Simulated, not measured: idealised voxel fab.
Process module name: voxel released beams
Square cell edge 5 nm, section width 285 nm, ID cut.
Think of the cross-section as a grid of square cells. We describe it in bands, top to bottom, and each band covers one or more rows of those cells. A band entry consists of two parts. The first gives the height of the band's top and the height of its bottom, in nm. The rest lists the band's materials from left to right, each with its width in nm. A single material labelled with the word "edge to edge" fills the band from edge to edge, and the word "empty" marks empty space. Heights are expressed relative to 0, this being the level below which the as-received wafer comprises one material exclusively. The lowest band is unbounded in the downward direction and is denoted as in "z 0 and below". A two-number width, for instance "30..40", indicates that the width is equal to the first number in the top row of the band and to the second number in the bottom row, and that it changes by a constant amount per row of cells. You'll sometimes find "remains unaltered" written for a step, and that's the way of saying that nowhere in the cross-section did a cell change during that step. Empty spaces without an open route to the top, at least 8 cells in extent, make up the entry "Unvented voids"; each is given as width x height at distance, where the distance is measured from the left edge, and all are in nm. Post-settings text on a step line: simulator's own remark regarding the step. "overlay nm" denotes, for a step that has a mask, the displacement of the mask to the right of its planned place, with negative values corresponding to the left.

Process steps (planned)
1) RECEIVE (material Si)
2) CONFORMAL_DEP (material SiN; thk nm 5)
3) DIRECTIONAL_DEP (material SiO2; thk nm 10)
4) PATTERN (tone open; mask id ANCHOR; material resist; width nm 35; thk nm 15; overlay nm 0)
5) DIRECTIONAL_ETCH (etch materials SiO2; depth nm 10)
6) STRIP (etch materials resist)
7) CONFORMAL_DEP (material polySi; thk nm 15)
8) DIRECTIONAL_DEP (material aC; thk nm 10)
9) PATTERN (tone cover; mask id BEAM; material resist; width nm 115; thk nm 25; overlay nm 0)
10) DIRECTIONAL_ETCH (etch materials aC; depth nm 10)
11) STRIP (etch materials resist)
12) DIRECTIONAL_ETCH (etch materials polySi; depth nm 15)
13) STRIP (etch materials aC)
14) STRIP (etch materials SiO2)

The following pertains to the first of two wafers, which was processed as planned

Received-state cross-section, reflecting completion of step 1
z 0 and below  Si edge to edge
Unvented voids: none

Wafer section view after processing step 2
z 5 to 0  SiN edge to edge
Everything below 0 is unchanged.

Wafer section view after processing step 3
z 15 to 5  SiO2 edge to edge
Everything below 5 is unchanged.

Wafer section view after processing step 4
z 30 to 15  85 nm resist / 35 nm empty / 165 nm resist
Everything below 15 is unchanged.

Wafer section view after processing step 5
z 30 to 15  85 nm resist / 35 nm empty / 165 nm resist
z 15 to 5  85 nm SiO2 / 35 nm empty / 165 nm SiO2
Everything below 5 is unchanged.

Wafer section view after processing step 6
z 15 to 5  85 nm SiO2 / 35 nm empty / 165 nm SiO2
Everything below 5 is unchanged.

Wafer section view after processing step 7
z 30 to 20  100 nm polySi / 5 nm empty / 180 nm polySi
z 20 to 15  polySi edge to edge
z 15 to 5  85 nm SiO2 / 35 nm polySi / 165 nm SiO2
Everything below 5 is unchanged.

Wafer section view after processing step 8
z 40 to 30  100 nm aC / 5 nm empty / 180 nm aC
z 30 to 20  100 nm polySi / 5 nm aC / 180 nm polySi
Everything below 20 is unchanged.

Wafer section view after processing step 9
z 65 to 40  80 nm empty / 115 nm resist / 90 nm empty
z 40 to 30  100 nm aC / 5 nm resist / 180 nm aC
Everything below 30 is unchanged.

Wafer section view after processing step 10
z 55 to 40  80 nm empty / 115 nm resist / 90 nm empty
z 40 to 30  80 nm empty / 20 nm aC / 5 nm resist / 90 nm aC / 90 nm empty
Everything below 30 is unchanged.

Wafer section view after processing step 11
z 40 to 30  80 nm empty / 20 nm aC / 5 nm empty / 90 nm aC / 90 nm empty
Everything below 30 is unchanged.

Wafer section view after processing step 12
z 40 to 30  80 nm empty / 20 nm aC / 5 nm empty / 90 nm aC / 90 nm empty
z 30 to 20  80 nm empty / 20 nm polySi / 5 nm aC / 90 nm polySi / 90 nm empty
z 20 to 15  80 nm empty / 115 nm polySi / 90 nm empty
Everything below 15 is unchanged.

Wafer section view after processing step 13
z 30 to 20  80 nm empty / 20 nm polySi / 5 nm empty / 90 nm polySi / 90 nm empty
Everything below 20 is unchanged.

Wafer section view after processing step 14
z 30 to 20  80 nm empty / 20 nm polySi / 5 nm empty / 90 nm polySi / 90 nm empty
z 20 to 15  80 nm empty / 115 nm polySi / 90 nm empty
z 15 to 5  85 nm empty / 35 nm polySi / 165 nm empty
Everything below 5 is unchanged.

Second Wafer (Identical Start and Plan, One Processing Error; Matches First Wafer Through Step 6)

when step 7 should have ended
z 45 to 15  polySi edge to edge
z 15 to 5  85 nm SiO2 / 35 nm polySi / 165 nm SiO2
Everything below 5 is unchanged.

when step 8 should have ended
z 55 to 45  aC edge to edge
Everything below 45 is unchanged.

when step 9 should have ended
z 80 to 55  80 nm empty / 115 nm resist / 90 nm empty
Everything below 55 is unchanged.

when step 10 should have ended
z 70 to 55  80 nm empty / 115 nm resist / 90 nm empty
z 55 to 45  80 nm empty / 115 nm aC / 90 nm empty
Everything below 45 is unchanged.

when step 11 should have ended
z 55 to 45  80 nm empty / 115 nm aC / 90 nm empty
Everything below 45 is unchanged.

when step 12 should have ended
z 55 to 45  80 nm empty / 115 nm aC / 90 nm empty
z 45 to 30  80 nm empty / 115 nm polySi / 90 nm empty
Everything below 30 is unchanged.

when step 13 should have ended
z 45 to 30  80 nm empty / 115 nm polySi / 90 nm empty
Everything below 30 is unchanged.

when step 14 should have ended: remains unaltered
Deviation noted in wafer processing: step 7 of the plan was performed twice
Final difference in cells, second wafer against first, listed per material as more or fewer: 100 more of SiO2; 173 more of polySi
